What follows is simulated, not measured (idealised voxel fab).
process module | voxel released beams
cross-section cut | 140 nm wide | cells 5 nm
A cross-section is a grid of square cells, given in bands from the top down. A band is one or more rows of cells.
Each band's line starts with the height of the band's top and of its bottom, in nm. Then come its materials from left to right, each with its width in nm. One material with "throughout" fills the band from edge to edge. "air" is empty space.
Height 0 is the level under which the wafer as received is all one material. The lowest band goes on downwards, as in "0 down".
A width such as "30 to 40" changes by the same amount from each row of cells to the next, from the band's top row to its bottom row.
"no change" after a step means that no cell of the cross-section changed.
closed voids: empty space of 8 cells or more with no open way to the top, each as width x height at its distance from the left edge, in nm
after a step's settings: what the simulator itself notes on the step
overlay nm, on a step with a mask: how far to the right of its planned place the mask lay; to the left if negative
plan
1 op RECEIVE | material Si
2 op CONFORMAL_DEP | material Al2O3 | thk nm 5
3 op DIRECTIONAL_DEP | material SiO2 | thk nm 15
4 op PATTERN | tone open | mask id ANCHOR | material resist | width nm 30 | thk nm 15 | overlay nm 0
5 op DIRECTIONAL_ETCH | etch materials SiO2 | depth nm 15
6 op STRIP | etch materials resist
7 op CONFORMAL_DEP | material W | thk nm 10
8 op MASKED_ETCH | tone cover | mask id BEAM | width nm 85 | etch materials W | depth nm 10 | overlay nm 0
9 op STRIP | etch materials SiO2
as received, after step 1
  0 down: Si throughout
  closed voids: none
a wafer at the end: this start, this plan, one mistake
  30 to 20: air 25 | W 85 | air 30
  20 to 15: Al2O3 throughout
  15 to 0: SiO2 throughout
  0 down: Si throughout
  closed voids: none
what went wrong: steps 2 and 3 were swapped
